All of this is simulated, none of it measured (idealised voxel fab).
The process module that follows is named voxel self aligned contacts.
The width of the displayed cross-section, cut, is 225 nm; its cells are square, with a size of 5 nm.
If you're reading a cross-section in this doc, picture square cells in a grid; it comes to you as bands, top ones listed first down to the bottom, and a band can be one or more rows of cells.
Quick guide to a band line: top height, bottom height (nm) up front; then every material left to right with its width in nm. Only one material and it's marked "everywhere"? Then it fills the band edge to edge. And "empty" just means empty space.
A quick word on heights: they are counted from 0, and under that level the wafer as it came to us is one material throughout. The lowest band is different from the rest in having no bottom; it simply continues downward, written as in "from 0 down".
Graded width ("30->40"): value in top row of band = first number; value in bottom row = second number; row-to-row change constant.
What does "nothing got changed" mean for a step? It means no cell of the cross-section changed in that step.
"Closed void roster" - sealed voids, min. 8 cells, no opening to top; format: width x height at distance (distance from left edge; nm throughout).
Step line, after settings: the simulator's comment on this step.
"overlay nm", when on a step's line for a step with a mask, measures how far to the right of its planned place the mask lay; a negative measure means to the left.

-- The process steps that were planned are listed below
1: RECEIVE, material Si
2: CONFORMAL_DEP, material SiO2, thk nm 5
3: DIRECTIONAL_DEP, material polySi, thk nm 25
4: DIRECTIONAL_DEP, material SiN, thk nm 15
5: PATTERN, tone cover, mask id GATE, material resist, width nm 35, pitch nm 60, thk nm 15, overlay nm 0
6: DIRECTIONAL_ETCH, etch materials SiN, depth nm 15
7: DIRECTIONAL_ETCH, etch materials polySi, depth nm 25
8: STRIP, etch materials resist
9: CONFORMAL_DEP, material SiN, thk nm 5
10: DIRECTIONAL_ETCH, etch materials SiN, depth nm 5
11: FILL_DEP, material SiO2, thk nm 20
12: CMP, height nm 55
13: MASKED_ETCH, tone open, mask id CONTACT, width nm 35, etch materials SiO2, depth nm 55, overlay nm 0
14: CONFORMAL_DEP, material TiN, thk nm 5
15: FILL_DEP, material Ru, thk nm 5
16: CMP, height nm 45
17: CONFORMAL_DEP, material SiN, thk nm 5
Across this set of wafers, the varied parameter is the height nm of step 16. Starting conditions are identical for every wafer, and the plan reports the value assigned to the first wafer.

-- Cross-section: the first of several wafers in its as-received state, i.e. following step 1
    from 0 down = Si everywhere
    Closed void roster: none

-- Per-wafer rows below. For each material: cells gained (+) or lost (-) since the wafer was received, as of end of module. Then: closed voids
height nm 45 | +8 Ru | +119 SiN | +234 SiO2 | +19 TiN | +70 polySi | Closed void roster: none
height nm 50 | +9 Ru | +119 SiN | +272 SiO2 | +25 TiN | +70 polySi | Closed void roster: none
height nm 55 | +14 Ru | +119 SiN | +310 SiO2 | +27 TiN | +70 polySi | Closed void roster: none
height nm 60 | +19 Ru | +119 SiN | +310 SiO2 | +67 TiN | +70 polySi | Closed void roster: none
height nm 65 | +64 Ru | +119 SiN | +310 SiO2 | +67 TiN | +70 polySi | Closed void roster: none
